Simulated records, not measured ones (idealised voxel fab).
process module | voxel gate over fins
cross-section cut | 280 nm wide | cells 5 nm
A cross-section is a grid of square cells, given in bands from the top down. A band is one or more rows of cells.
Each band's line starts with the height of the band's top and of its bottom, in nm. Then come its materials from left to right, each with its width in nm. One material with "throughout" fills the band from edge to edge. "air" is empty space.
Height 0 is the level under which the wafer as received is all one material. The lowest band goes on downwards, as in "0 down".
A width such as "30 to 40" changes by the same amount from each row of cells to the next, from the band's top row to its bottom row.
"no change" after a step means that no cell of the cross-section changed.
closed voids: empty space of 8 cells or more with no open way to the top, each as width x height at its distance from the left edge, in nm
after a step's settings: what the simulator itself notes on the step
overlay nm, on a step with a mask: how far to the right of its planned place the mask lay; to the left if negative
plan
1 op RECEIVE | material Si
2 op CONFORMAL_DEP | material SiN | thk nm 10
3 op PATTERN | tone cover | mask id FINS | material resist | width nm 15 | pitch nm 40 | thk nm 20 | overlay nm 0
4 op DIRECTIONAL_ETCH | etch materials SiN | depth nm 10
5 op DIRECTIONAL_ETCH | etch materials Si | depth nm 40
6 op STRIP | etch materials resist
7 op FILL_DEP | material SiO2 | thk nm 15
8 op CMP | height nm 10
9 op SELECTIVE_ETCH | etch materials SiO2 | depth nm 20
10 op STRIP | etch materials SiN
11 op CONFORMAL_DEP | material HfO2 | thk nm 5
12 op CONFORMAL_DEP | material TiN | thk nm 5
13 op FILL_DEP | material W | thk nm 10
14 op CMP | height nm 15
15 op CONFORMAL_DEP | material SiCN | thk nm 10
first wafer, as planned
as received, after step 1
  0 down: Si throughout
  closed voids: none
after step 2
  10 to 0: SiN throughout
  below 0: unchanged
after step 3
  30 to 10: air 110 | resist 15 | air 25 | resist 15 | air 115
  below 10: unchanged
after step 4
  30 to 10: air 110 | resist 15 | air 25 | resist 15 | air 115
  10 to 0: air 110 | SiN 15 | air 25 | SiN 15 | air 115
  below 0: unchanged
after step 5
  30 to 10: air 110 | resist 15 | air 25 | resist 15 | air 115
  10 to 0: air 110 | SiN 15 | air 25 | SiN 15 | air 115
  0 to -40: air 110 | Si 15 | air 25 | Si 15 | air 115
  below -40: unchanged
after step 6
  10 to 0: air 110 | SiN 15 | air 25 | SiN 15 | air 115
  below 0: unchanged
after step 7
  25 to 10: SiO2 throughout
  10 to 0: SiO2 110 | SiN 15 | SiO2 25 | SiN 15 | SiO2 115
  0 to -40: SiO2 110 | Si 15 | SiO2 25 | Si 15 | SiO2 115
  below -40: unchanged
after step 8
  10 to 0: SiO2 110 | SiN 15 | SiO2 25 | SiN 15 | SiO2 115
  below 0: unchanged
after step 9
  10 to 0: air 110 | SiN 15 | air 25 | SiN 15 | air 115
  0 to -10: air 110 | Si 15 | air 25 | Si 15 | air 115
  below -10: unchanged
after step 10
  0 to -10: air 110 | Si 15 | air 25 | Si 15 | air 115
  below -10: unchanged
after step 11
  5 to 0: air 105 | HfO2 25 | air 15 | HfO2 25 | air 110
  0 to -5: air 105 | HfO2 5 | Si 15 | HfO2 5 | air 15 | HfO2 5 | Si 15 | HfO2 5 | air 110
  -5 to -10: HfO2 110 | Si 15 | HfO2 25 | Si 15 | HfO2 115
  below -10: unchanged
after step 12
  10 to 5: air 100 | TiN 35 | air 5 | TiN 35 | air 105
  5 to 0: air 100 | TiN 5 | HfO2 25 | TiN 5 | air 5 | TiN 5 | HfO2 25 | TiN 5 | air 105
  0 to -5: TiN 105 | HfO2 5 | Si 15 | HfO2 5 | TiN 15 | HfO2 5 | Si 15 | HfO2 5 | TiN 110
  below -5: unchanged
after step 13
  20 to 10: W throughout
  10 to 5: W 100 | TiN 35 | W 5 | TiN 35 | W 105
  5 to 0: W 100 | TiN 5 | HfO2 25 | TiN 5 | W 5 | TiN 5 | HfO2 25 | TiN 5 | W 105
  below 0: unchanged
after step 14
  15 to 10: W throughout
  below 10: unchanged
after step 15
  25 to 15: SiCN throughout
  below 15: unchanged
second wafer: like start, like plan, one mistake. Through step 2 it matches the first wafer
when step 3 should have ended
  30 to 10: resist 110 | air 15 | resist 25 | air 15 | resist 115
  below 10: unchanged
when step 4 should have ended
  30 to 10: resist 110 | air 15 | resist 25 | air 15 | resist 115
  10 to 0: SiN 110 | air 15 | SiN 25 | air 15 | SiN 115
  below 0: unchanged
when step 5 should have ended
  30 to 10: resist 110 | air 15 | resist 25 | air 15 | resist 115
  10 to 0: SiN 110 | air 15 | SiN 25 | air 15 | SiN 115
  0 to -40: Si 110 | air 15 | Si 25 | air 15 | Si 115
  below -40: unchanged
when step 6 should have ended
  10 to 0: SiN 110 | air 15 | SiN 25 | air 15 | SiN 115
  below 0: unchanged
when step 7 should have ended
  25 to 10: SiO2 throughout
  10 to 0: SiN 110 | SiO2 15 | SiN 25 | SiO2 15 | SiN 115
  0 to -40: Si 110 | SiO2 15 | Si 25 | SiO2 15 | Si 115
  below -40: unchanged
when step 8 should have ended
  10 to 0: SiN 110 | SiO2 15 | SiN 25 | SiO2 15 | SiN 115
  below 0: unchanged
when step 9 should have ended
  10 to 0: SiN 110 | air 15 | SiN 25 | air 15 | SiN 115
  0 to -10: Si 110 | air 15 | Si 25 | air 15 | Si 115
  below -10: unchanged
when step 10 should have ended
  0 to -10: Si 110 | air 15 | Si 25 | air 15 | Si 115
  below -10: unchanged
when step 11 should have ended
  5 to 0: HfO2 115 | air 5 | HfO2 35 | air 5 | HfO2 120
  0 to -5: Si 110 | HfO2 5 | air 5 | HfO2 5 | Si 25 | HfO2 5 | air 5 | HfO2 5 | Si 115
  -5 to -10: Si 110 | HfO2 15 | Si 25 | HfO2 15 | Si 115
  below -10: unchanged
when step 12 should have ended
  10 to 5: TiN throughout
  5 to 0: HfO2 115 | TiN 5 | HfO2 35 | TiN 5 | HfO2 120
  0 to -5: Si 110 | HfO2 5 | TiN 5 | HfO2 5 | Si 25 | HfO2 5 | TiN 5 | HfO2 5 | Si 115
  below -5: unchanged
when step 13 should have ended
  20 to 10: W throughout
  below 10: unchanged
when step 14 should have ended
  15 to 10: W throughout
  below 10: unchanged
when step 15 should have ended
  25 to 15: SiCN throughout
  below 15: unchanged
what went wrong: step 3 ran as: op PATTERN | tone open | mask id FINS | material resist | width nm 15 | pitch nm 40 | thk nm 20 | overlay nm 0
at the end the second wafer has, in cells: 352 more of Si | 264 fewer of SiO2 | 4 fewer of TiN | 84 fewer of W
